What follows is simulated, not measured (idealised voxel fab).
process module | voxel self aligned contacts
cross-section cut | 155 nm wide | cells 5 nm
A cross-section is a grid of square cells, given in bands from the top down. A band is one or more rows of cells.
Each band's line starts with the height of the band's top and of its bottom, in nm. Then come its materials from left to right, each with its width in nm. One material with "throughout" fills the band from edge to edge. "air" is empty space.
Height 0 is the level under which the wafer as received is all one material. The lowest band goes on downwards, as in "0 down".
A width such as "30 to 40" changes by the same amount from each row of cells to the next, from the band's top row to its bottom row.
"no change" after a step means that no cell of the cross-section changed.
closed voids: empty space of 8 cells or more with no open way to the top, each as width x height at its distance from the left edge, in nm
after a step's settings: what the simulator itself notes on the step
overlay nm, on a step with a mask: how far to the right of its planned place the mask lay; to the left if negative
plan
1 op RECEIVE | material Si
2 op OXIDIZE | depth nm 5
3 op DIRECTIONAL_DEP | material polySi | thk nm 30
4 op DIRECTIONAL_DEP | material SiN | thk nm 25
5 op PATTERN | tone cover | mask id GATE | material resist | width nm 25 | pitch nm 65 | thk nm 20 | overlay nm 0
6 op DIRECTIONAL_ETCH | etch materials SiN | depth nm 25
7 op DIRECTIONAL_ETCH | etch materials polySi | depth nm 30
8 op STRIP | etch materials resist
9 op CONFORMAL_DEP | material SiN | thk nm 10
10 op DIRECTIONAL_ETCH | etch materials SiN | depth nm 10
11 op FILL_DEP | material SiO2 | thk nm 20
12 op CMP | height nm 65
13 op PATTERN | tone open | mask id CONTACT | material resist | width nm 50 | thk nm 20 | overlay nm 0
14 op DIRECTIONAL_ETCH | etch materials SiO2 | depth nm 70
15 op STRIP | etch materials resist
16 op CONFORMAL_DEP | material TiN | thk nm 5
17 op FILL_DEP | material W | thk nm 5
18 op CMP | height nm 65
19 op CONFORMAL_DEP | material SiN | thk nm 5
as received, after step 1
  0 down: Si throughout
  closed voids: none
first wafer at the end, as planned
  70 to 65: SiN throughout
  65 to 55: SiO2 50 | TiN 5 to 20 | W 40 to 10 | TiN 5 to 20 | SiO2 55
  55 to 30: SiO2 20 | SiN 45 | TiN 5 | W 10 | TiN 5 | SiN 45 | SiO2 25
  30 to 0: SiO2 20 | SiN 10 | polySi 25 | SiN 10 | TiN 5 | W 10 | TiN 5 | SiN 10 | polySi 25 | SiN 10 | SiO2 25
  0 to -5: SiO2 65 | TiN 20 | SiO2 70
  -5 down: Si throughout
  closed voids: none
second wafer at the end: like start, like plan, one mistake
  70 to 65: SiN throughout
  65 to 55: W 45 to 15 | TiN 5 to 35 | SiO2 50 | TiN 5 to 35 | W 50 to 20
  55 to 30: W 15 | TiN 5 | SiN 45 | SiO2 20 | SiN 45 | TiN 5 | W 20
  30 to 0: W 15 | TiN 5 | SiN 10 | polySi 25 | SiN 10 | SiO2 20 | SiN 10 | polySi 25 | SiN 10 | TiN 5 | W 20
  0 to -5: TiN 20 | SiO2 110 | TiN 25
  -5 down: Si throughout
  closed voids: none
what went wrong: step 13 ran as: op PATTERN | tone cover | mask id CONTACT | material resist | width nm 50 | thk nm 20 | overlay nm 0
at the end the second wafer has, in cells: 82 fewer of SiO2 | 11 more of TiN | 71 more of W
